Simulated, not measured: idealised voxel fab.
process module | voxel capacitor over wiring
cross-section cut | 295 nm wide | cells 5 nm
A cross-section is a grid of square cells, given in bands from the top down. A band is one or more rows of cells.
Each band's line starts with the height of the band's top and of its bottom, in nm. Then come its materials from left to right, each with its width in nm. One material with "throughout" fills the band from edge to edge. "air" is empty space.
Height 0 is the level under which the wafer as received is all one material. The lowest band goes on downwards, as in "0 down".
A width such as "30 to 40" changes by the same amount from each row of cells to the next, from the band's top row to its bottom row.
"no change" after a step means that no cell of the cross-section changed.
closed voids: empty space of 8 cells or more with no open way to the top, each as width x height at its distance from the left edge, in nm
after a step's settings: what the simulator itself notes on the step
overlay nm, on a step with a mask: how far to the right of its planned place the mask lay; to the left if negative
plan
1 op RECEIVE | material Si
2 op CONFORMAL_DEP | material SiO2 | thk nm 10
3 op CONFORMAL_DEP | material SiCN | thk nm 5
4 op DIRECTIONAL_DEP | material SiO2 | thk nm 25
5 op PATTERN | tone open | mask id METAL_1 | material resist | width nm 30 | pitch nm 85 | thk nm 20 | overlay nm 0
6 op DIRECTIONAL_ETCH | etch materials SiO2 | depth nm 25
7 op DIRECTIONAL_ETCH | etch materials SiCN | depth nm 5
8 op STRIP | etch materials resist
9 op CONFORMAL_DEP | material TiN | thk nm 5
10 op FILL_DEP | material W | thk nm 5
11 op CMP | height nm 40
12 op CONFORMAL_DEP | material SiCN | thk nm 5
13 op DIRECTIONAL_DEP | material SiO2 | thk nm 10
14 op PATTERN | tone open | mask id PLUG_1 | material resist | width nm 15 | thk nm 15 | overlay nm 0
15 op DIRECTIONAL_ETCH | etch materials SiO2 | depth nm 10
16 op DIRECTIONAL_ETCH | etch materials SiCN | depth nm 5
17 op STRIP | etch materials resist
18 op CONFORMAL_DEP | material TiN | thk nm 5
19 op FILL_DEP | material W | thk nm 5
20 op CMP | height nm 55
21 op DIRECTIONAL_DEP | material TiN | thk nm 10
22 op DIRECTIONAL_DEP | material Al2O3 | thk nm 5
23 op DIRECTIONAL_DEP | material TiN | thk nm 10
24 op MASKED_ETCH | tone cover | mask id UPPER_PLATE | width nm 60 | etch materials TiN | depth nm 10 | overlay nm 0
25 op MASKED_ETCH | tone cover | mask id UPPER_PLATE | width nm 60 | etch materials Al2O3 | depth nm 5 | overlay nm 0
26 op MASKED_ETCH | tone cover | mask id LOWER_PLATE | width nm 70 | etch materials TiN | depth nm 10 | overlay nm 0
27 op FILL_DEP | material SiO2 | thk nm 15
28 op CMP | height nm 90
29 op PATTERN | tone open | mask id PLUG_2 | material resist | width nm 15 | thk nm 15 | overlay nm 0
30 op DIRECTIONAL_ETCH | etch materials SiO2 | depth nm 10
31 op STRIP | etch materials resist
32 op CONFORMAL_DEP | material TiN | thk nm 5
33 op FILL_DEP | material Cu | thk nm 5
34 op CMP | height nm 90
35 op CONFORMAL_DEP | material SiN | thk nm 5
varied across the wafers: thk nm of step 32. The plan shows the first wafer's value. All wafers start alike
first wafer as received, after step 1
  0 down: Si throughout
  closed voids: none
each wafer at the end: cells of each material gained (+) or lost (-) since it was received, then its closed voids
thk nm 5 | +12 Al2O3 | +1 Cu | +103 SiCN | +59 SiN | +808 SiO2 | +96 TiN | +42 W | closed voids: none
thk nm 10 | +12 Al2O3 | +103 SiCN | +59 SiN | +808 SiO2 | +97 TiN | +42 W | closed voids: none
thk nm 15 | +12 Al2O3 | +103 SiCN | +59 SiN | +808 SiO2 | +97 TiN | +42 W | closed voids: none
thk nm 20 | +12 Al2O3 | +103 SiCN | +59 SiN | +808 SiO2 | +97 TiN | +42 W | closed voids: none
